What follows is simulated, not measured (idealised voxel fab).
The process module presented herein is designated voxel capacitor over wiring.
Cross-sectional view cut (width: 225 nm; square cell size: 5 nm).
This document writes a cross-section as a grid whose cells are square, and gives it as bands, listed from the top down; one or more rows of cells form a band.
Top, bottom (nm), then materials left to right with widths (nm); lone material tagged "edge to edge" fills the whole band edge to edge; "blank" = empty space.
Height 0 is the level under which the wafer as received is all one material. The lowest band goes on downwards, as in "top 0, no bottom".
You'd read "30 to 40" like this: the band's top row of cells is as wide as the first number, its bottom row is as wide as the second, and going down, every row changes width by the same amount as the row before did.
Reading "nothing changed" for a step: not a cell of the cross-section changed in it.
"Closed voids list": sealed empty spaces, 8 cells or more, no open way to top, listed width x height at distance, with distance from the left edge and width, height and distance in nm.
Heads up: the bit after the settings on a step's line is the simulator's remark on that step.
The setting "overlay nm" may be written on the line of a step. When the step uses a mask, the value reports how far to the right of the planned place the mask lay, and a negative value reports that it lay to the left.

### Below is the list of planned process steps
1: RECEIVE with material Si
2: CONFORMAL_DEP with material SiO2, thk nm 10
3: CONFORMAL_DEP with material SiCN, thk nm 5
4: DIRECTIONAL_DEP with material SiO2, thk nm 20
5: PATTERN with tone open, mask id METAL_1, material resist, width nm 30, pitch nm 100, thk nm 20, overlay nm 0
6: DIRECTIONAL_ETCH with etch materials SiO2, depth nm 20
7: DIRECTIONAL_ETCH with etch materials SiCN, depth nm 5
8: STRIP with etch materials resist
9: CONFORMAL_DEP with material TiN, thk nm 5
10: FILL_DEP with material Cu, thk nm 10
11: CMP with height nm 35
12: EPI with material Ru, thk nm 5
13: FILL_DEP with material SiCN, thk nm 5
14: DIRECTIONAL_DEP with material lowk, thk nm 20
15: PATTERN with tone open, mask id PLUG_1, material resist, width nm 15, thk nm 20, overlay nm 0
16: DIRECTIONAL_ETCH with etch materials lowk, depth nm 20
17: DIRECTIONAL_ETCH with etch materials SiCN, depth nm 5
18: STRIP with etch materials resist
19: CONFORMAL_DEP with material TiN, thk nm 5
20: FILL_DEP with material W, thk nm 10
21: CMP with height nm 65
22: DIRECTIONAL_DEP with material TiN, thk nm 10
23: DIRECTIONAL_DEP with material Al2O3, thk nm 5
24: DIRECTIONAL_DEP with material TiN, thk nm 5
25: MASKED_ETCH with tone cover, mask id UPPER_PLATE, width nm 75, etch materials TiN, depth nm 5, overlay nm 0
26: MASKED_ETCH with tone cover, mask id UPPER_PLATE, width nm 75, etch materials Al2O3, depth nm 5, overlay nm 0
27: PATTERN with tone cover, mask id LOWER_PLATE, material resist, width nm 85, thk nm 15, overlay nm 0
28: DIRECTIONAL_ETCH with etch materials TiN, depth nm 10
29: STRIP with etch materials resist
30: FILL_DEP with material SiO2, thk nm 20
31: CMP with height nm 100
32: PATTERN with tone open, mask id PLUG_2, material resist, width nm 15, thk nm 15, overlay nm 0
33: DIRECTIONAL_ETCH with etch materials SiO2, depth nm 15
34: STRIP with etch materials resist
35: CONFORMAL_DEP with material TiN, thk nm 5
36: FILL_DEP with material W, thk nm 10
37: CMP with height nm 100
38: CONFORMAL_DEP with material SiN, thk nm 5

### First of two wafers - as planned

### Cross-section of the wafer as it came to us, i.e., already through step 1
top 0, no bottom = Si edge to edge
Closed voids list: none

### after step 2
top 10, bottom 0 = SiO2 edge to edge
Anything lower than 0 is untouched.

### after step 3
top 15, bottom 10 = SiCN edge to edge
Anything lower than 10 is untouched.

### after step 4
top 35, bottom 15 = SiO2 edge to edge
Anything lower than 15 is untouched.

### after step 5
top 55, bottom 35 = 45 of resist, 30 of blank, 70 of resist, 30 of blank, 50 of resist
Anything lower than 35 is untouched.

### after step 6
top 55, bottom 35 = 45 of resist, 30 of blank, 70 of resist, 30 of blank, 50 of resist
top 35, bottom 15 = 45 of SiO2, 30 of blank, 70 of SiO2, 30 of blank, 50 of SiO2
Anything lower than 15 is untouched.

### after step 7
top 55, bottom 35 = 45 of resist, 30 of blank, 70 of resist, 30 of blank, 50 of resist
top 35, bottom 15 = 45 of SiO2, 30 of blank, 70 of SiO2, 30 of blank, 50 of SiO2
top 15, bottom 10 = 45 of SiCN, 30 of blank, 70 of SiCN, 30 of blank, 50 of SiCN
Anything lower than 10 is untouched.

### after step 8
top 35, bottom 15 = 45 of SiO2, 30 of blank, 70 of SiO2, 30 of blank, 50 of SiO2
Anything lower than 15 is untouched.

### after step 9
top 40, bottom 35 = 50 of TiN, 20 of blank, 80 of TiN, 20 of blank, 55 of TiN
top 35, bottom 15 = 45 of SiO2, 5 of TiN, 20 of blank, 5 of TiN, 70 of SiO2, 5 of TiN, 20 of blank, 5 of TiN, 50 of SiO2
top 15, bottom 10 = 45 of SiCN, 30 of TiN, 70 of SiCN, 30 of TiN, 50 of SiCN
Anything lower than 10 is untouched.

### after step 10
top 50, bottom 40 = Cu edge to edge
top 40, bottom 35 = 50 of TiN, 20 of Cu, 80 of TiN, 20 of Cu, 55 of TiN
top 35, bottom 15 = 45 of SiO2, 5 of TiN, 20 of Cu, 5 of TiN, 70 of SiO2, 5 of TiN, 20 of Cu, 5 of TiN, 50 of SiO2
Anything lower than 15 is untouched.

### after step 11
top 35, bottom 15 = 45 of SiO2, 5 of TiN, 20 of Cu, 5 of TiN, 70 of SiO2, 5 of TiN, 20 of Cu, 5 of TiN, 50 of SiO2
Anything lower than 15 is untouched.

### after step 12
top 40, bottom 35 = 40 of blank, 40 of Ru, 60 of blank, 40 of Ru, 45 of blank
Anything lower than 35 is untouched.

### after step 13
top 45, bottom 40 = SiCN edge to edge
top 40, bottom 35 = 40 of SiCN, 40 of Ru, 60 of SiCN, 40 of Ru, 45 of SiCN
Anything lower than 35 is untouched.

### after step 14
top 65, bottom 45 = lowk edge to edge
Anything lower than 45 is untouched.

### after step 15
top 85, bottom 65 = 60 of resist, 15 of blank, 150 of resist
Anything lower than 65 is untouched.

### after step 16
top 85, bottom 65 = 60 of resist, 15 of blank, 150 of resist
top 65, bottom 45 = 60 of lowk, 15 of blank, 150 of lowk
Anything lower than 45 is untouched.

### after step 17
top 85, bottom 65 = 60 of resist, 15 of blank, 150 of resist
top 65, bottom 45 = 60 of lowk, 15 of blank, 150 of lowk
top 45, bottom 40 = 60 of SiCN, 15 of blank, 150 of SiCN
Anything lower than 40 is untouched.

### after step 18
top 65, bottom 45 = 60 of lowk, 15 of blank, 150 of lowk
Anything lower than 45 is untouched.

### after step 19
top 70, bottom 65 = 65 of TiN, 5 of blank, 155 of TiN
top 65, bottom 45 = 60 of lowk, 5 of TiN, 5 of blank, 5 of TiN, 150 of lowk
top 45, bottom 40 = 60 of SiCN, 15 of TiN, 150 of SiCN
Anything lower than 40 is untouched.

### after step 20
top 80, bottom 70 = W edge to edge
top 70, bottom 65 = 65 of TiN, 5 of W, 155 of TiN
top 65, bottom 45 = 60 of lowk, 5 of TiN, 5 of W, 5 of TiN, 150 of lowk
Anything lower than 45 is untouched.

### after step 21
top 65, bottom 45 = 60 of lowk, 5 of TiN, 5 of W, 5 of TiN, 150 of lowk
Anything lower than 45 is untouched.

### after step 22
top 75, bottom 65 = TiN edge to edge
Anything lower than 65 is untouched.

### after step 23
top 80, bottom 75 = Al2O3 edge to edge
Anything lower than 75 is untouched.

### after step 24
top 85, bottom 80 = TiN edge to edge
Anything lower than 80 is untouched.

### after step 25
top 85, bottom 80 = 60 of blank, 75 of TiN, 90 of blank
Anything lower than 80 is untouched.

### after step 26
top 85, bottom 80 = 60 of blank, 75 of TiN, 90 of blank
top 80, bottom 75 = 60 of blank, 75 of Al2O3, 90 of blank
Anything lower than 75 is untouched.

### after step 27
top 100, bottom 85 = 55 of blank, 85 of resist, 85 of blank
top 85, bottom 80 = 55 of blank, 5 of resist, 75 of TiN, 5 of resist, 85 of blank
top 80, bottom 75 = 55 of blank, 5 of resist, 75 of Al2O3, 5 of resist, 85 of blank
Anything lower than 75 is untouched.

### after step 28
top 100, bottom 85 = 55 of blank, 85 of resist, 85 of blank
top 85, bottom 80 = 55 of blank, 5 of resist, 75 of TiN, 5 of resist, 85 of blank
top 80, bottom 75 = 55 of blank, 5 of resist, 75 of Al2O3, 5 of resist, 85 of blank
top 75, bottom 65 = 55 of blank, 85 of TiN, 85 of blank
Anything lower than 65 is untouched.

### after step 29
top 85, bottom 80 = 60 of blank, 75 of TiN, 90 of blank
top 80, bottom 75 = 60 of blank, 75 of Al2O3, 90 of blank
Anything lower than 75 is untouched.

### after step 30
top 105, bottom 85 = SiO2 edge to edge
top 85, bottom 80 = 60 of SiO2, 75 of TiN, 90 of SiO2
top 80, bottom 75 = 60 of SiO2, 75 of Al2O3, 90 of SiO2
top 75, bottom 65 = 55 of SiO2, 85 of TiN, 85 of SiO2
Anything lower than 65 is untouched.

### after step 31
top 100, bottom 85 = SiO2 edge to edge
Anything lower than 85 is untouched.

### after step 32
top 115, bottom 100 = 70 of resist, 15 of blank, 140 of resist
Anything lower than 100 is untouched.

### after step 33
top 115, bottom 100 = 70 of resist, 15 of blank, 140 of resist
top 100, bottom 85 = 70 of SiO2, 15 of blank, 140 of SiO2
Anything lower than 85 is untouched.

### after step 34
top 100, bottom 85 = 70 of SiO2, 15 of blank, 140 of SiO2
Anything lower than 85 is untouched.

### after step 35
top 105, bottom 100 = 75 of TiN, 5 of blank, 145 of TiN
top 100, bottom 90 = 70 of SiO2, 5 of TiN, 5 of blank, 5 of TiN, 140 of SiO2
top 90, bottom 80 = 70 to 60 of SiO2, 15 to 75 of TiN, 140 to 90 of SiO2
Anything lower than 80 is untouched.

### after step 36
top 115, bottom 105 = W edge to edge
top 105, bottom 100 = 75 of TiN, 5 of W, 145 of TiN
top 100, bottom 90 = 70 of SiO2, 5 of TiN, 5 of W, 5 of TiN, 140 of SiO2
Anything lower than 90 is untouched.

### after step 37
top 100, bottom 90 = 70 of SiO2, 5 of TiN, 5 of W, 5 of TiN, 140 of SiO2
Anything lower than 90 is untouched.

### after step 38
top 105, bottom 100 = SiN edge to edge
Anything lower than 100 is untouched.

### Second wafer: same start and same plan as the first, one execution error; identical to the first through step 9

### Second wafer, cut view, end of step 10 per plan
top 60, bottom 40 = Cu edge to edge
top 40, bottom 35 = 50 of TiN, 20 of Cu, 80 of TiN, 20 of Cu, 55 of TiN
top 35, bottom 15 = 45 of SiO2, 5 of TiN, 20 of Cu, 5 of TiN, 70 of SiO2, 5 of TiN, 20 of Cu, 5 of TiN, 50 of SiO2
Anything lower than 15 is untouched.

### Second wafer, cut view, end of step 11 per plan
top 35, bottom 15 = 45 of SiO2, 5 of TiN, 20 of Cu, 5 of TiN, 70 of SiO2, 5 of TiN, 20 of Cu, 5 of TiN, 50 of SiO2
Anything lower than 15 is untouched.

### Second wafer, cut view, end of step 12 per plan
top 40, bottom 35 = 40 of blank, 40 of Ru, 60 of blank, 40 of Ru, 45 of blank
Anything lower than 35 is untouched.

### Second wafer, cut view, end of step 13 per plan
top 45, bottom 40 = SiCN edge to edge
top 40, bottom 35 = 40 of SiCN, 40 of Ru, 60 of SiCN, 40 of Ru, 45 of SiCN
Anything lower than 35 is untouched.

### Second wafer, cut view, end of step 14 per plan
top 65, bottom 45 = lowk edge to edge
Anything lower than 45 is untouched.

### Second wafer, cut view, end of step 15 per plan
top 85, bottom 65 = 60 of resist, 15 of blank, 150 of resist
Anything lower than 65 is untouched.

### Second wafer, cut view, end of step 16 per plan
top 85, bottom 65 = 60 of resist, 15 of blank, 150 of resist
top 65, bottom 45 = 60 of lowk, 15 of blank, 150 of lowk
Anything lower than 45 is untouched.

### Second wafer, cut view, end of step 17 per plan
top 85, bottom 65 = 60 of resist, 15 of blank, 150 of resist
top 65, bottom 45 = 60 of lowk, 15 of blank, 150 of lowk
top 45, bottom 40 = 60 of SiCN, 15 of blank, 150 of SiCN
Anything lower than 40 is untouched.

### Second wafer, cut view, end of step 18 per plan
top 65, bottom 45 = 60 of lowk, 15 of blank, 150 of lowk
Anything lower than 45 is untouched.

### Second wafer, cut view, end of step 19 per plan
top 70, bottom 65 = 65 of TiN, 5 of blank, 155 of TiN
top 65, bottom 45 = 60 of lowk, 5 of TiN, 5 of blank, 5 of TiN, 150 of lowk
top 45, bottom 40 = 60 of SiCN, 15 of TiN, 150 of SiCN
Anything lower than 40 is untouched.

### Second wafer, cut view, end of step 20 per plan
top 80, bottom 70 = W edge to edge
top 70, bottom 65 = 65 of TiN, 5 of W, 155 of TiN
top 65, bottom 45 = 60 of lowk, 5 of TiN, 5 of W, 5 of TiN, 150 of lowk
Anything lower than 45 is untouched.

### Second wafer, cut view, end of step 21 per plan
top 65, bottom 45 = 60 of lowk, 5 of TiN, 5 of W, 5 of TiN, 150 of lowk
Anything lower than 45 is untouched.

### Second wafer, cut view, end of step 22 per plan
top 75, bottom 65 = TiN edge to edge
Anything lower than 65 is untouched.

### Second wafer, cut view, end of step 23 per plan
top 80, bottom 75 = Al2O3 edge to edge
Anything lower than 75 is untouched.

### Second wafer, cut view, end of step 24 per plan
top 85, bottom 80 = TiN edge to edge
Anything lower than 80 is untouched.

### Second wafer, cut view, end of step 25 per plan
top 85, bottom 80 = 60 of blank, 75 of TiN, 90 of blank
Anything lower than 80 is untouched.

### Second wafer, cut view, end of step 26 per plan
top 85, bottom 80 = 60 of blank, 75 of TiN, 90 of blank
top 80, bottom 75 = 60 of blank, 75 of Al2O3, 90 of blank
Anything lower than 75 is untouched.

### Second wafer, cut view, end of step 27 per plan
top 100, bottom 85 = 55 of blank, 85 of resist, 85 of blank
top 85, bottom 80 = 55 of blank, 5 of resist, 75 of TiN, 5 of resist, 85 of blank
top 80, bottom 75 = 55 of blank, 5 of resist, 75 of Al2O3, 5 of resist, 85 of blank
Anything lower than 75 is untouched.

### Second wafer, cut view, end of step 28 per plan
top 100, bottom 85 = 55 of blank, 85 of resist, 85 of blank
top 85, bottom 80 = 55 of blank, 5 of resist, 75 of TiN, 5 of resist, 85 of blank
top 80, bottom 75 = 55 of blank, 5 of resist, 75 of Al2O3, 5 of resist, 85 of blank
top 75, bottom 65 = 55 of blank, 85 of TiN, 85 of blank
Anything lower than 65 is untouched.

### Second wafer, cut view, end of step 29 per plan
top 85, bottom 80 = 60 of blank, 75 of TiN, 90 of blank
top 80, bottom 75 = 60 of blank, 75 of Al2O3, 90 of blank
Anything lower than 75 is untouched.

### Second wafer, cut view, end of step 30 per plan
top 105, bottom 85 = SiO2 edge to edge
top 85, bottom 80 = 60 of SiO2, 75 of TiN, 90 of SiO2
top 80, bottom 75 = 60 of SiO2, 75 of Al2O3, 90 of SiO2
top 75, bottom 65 = 55 of SiO2, 85 of TiN, 85 of SiO2
Anything lower than 65 is untouched.

### Second wafer, cut view, end of step 31 per plan
top 100, bottom 85 = SiO2 edge to edge
Anything lower than 85 is untouched.

### Second wafer, cut view, end of step 32 per plan
top 115, bottom 100 = 70 of resist, 15 of blank, 140 of resist
Anything lower than 100 is untouched.

### Second wafer, cut view, end of step 33 per plan
top 115, bottom 100 = 70 of resist, 15 of blank, 140 of resist
top 100, bottom 85 = 70 of SiO2, 15 of blank, 140 of SiO2
Anything lower than 85 is untouched.

### Second wafer, cut view, end of step 34 per plan
top 100, bottom 85 = 70 of SiO2, 15 of blank, 140 of SiO2
Anything lower than 85 is untouched.

### Second wafer, cut view, end of step 35 per plan
top 105, bottom 100 = 75 of TiN, 5 of blank, 145 of TiN
top 100, bottom 90 = 70 of SiO2, 5 of TiN, 5 of blank, 5 of TiN, 140 of SiO2
top 90, bottom 80 = 70 to 60 of SiO2, 15 to 75 of TiN, 140 to 90 of SiO2
Anything lower than 80 is untouched.

### Second wafer, cut view, end of step 36 per plan
top 115, bottom 105 = W edge to edge
top 105, bottom 100 = 75 of TiN, 5 of W, 145 of TiN
top 100, bottom 90 = 70 of SiO2, 5 of TiN, 5 of W, 5 of TiN, 140 of SiO2
Anything lower than 90 is untouched.

### Second wafer, cut view, end of step 37 per plan
top 100, bottom 90 = 70 of SiO2, 5 of TiN, 5 of W, 5 of TiN, 140 of SiO2
Anything lower than 90 is untouched.

### Second wafer, cut view, end of step 38 per plan
top 105, bottom 100 = SiN edge to edge
Anything lower than 100 is untouched.
Where did the run depart from the plan? plan step 10 was conducted twice
The mistake has no effect on what this model computes, because the two wafers end with the same cross-section.
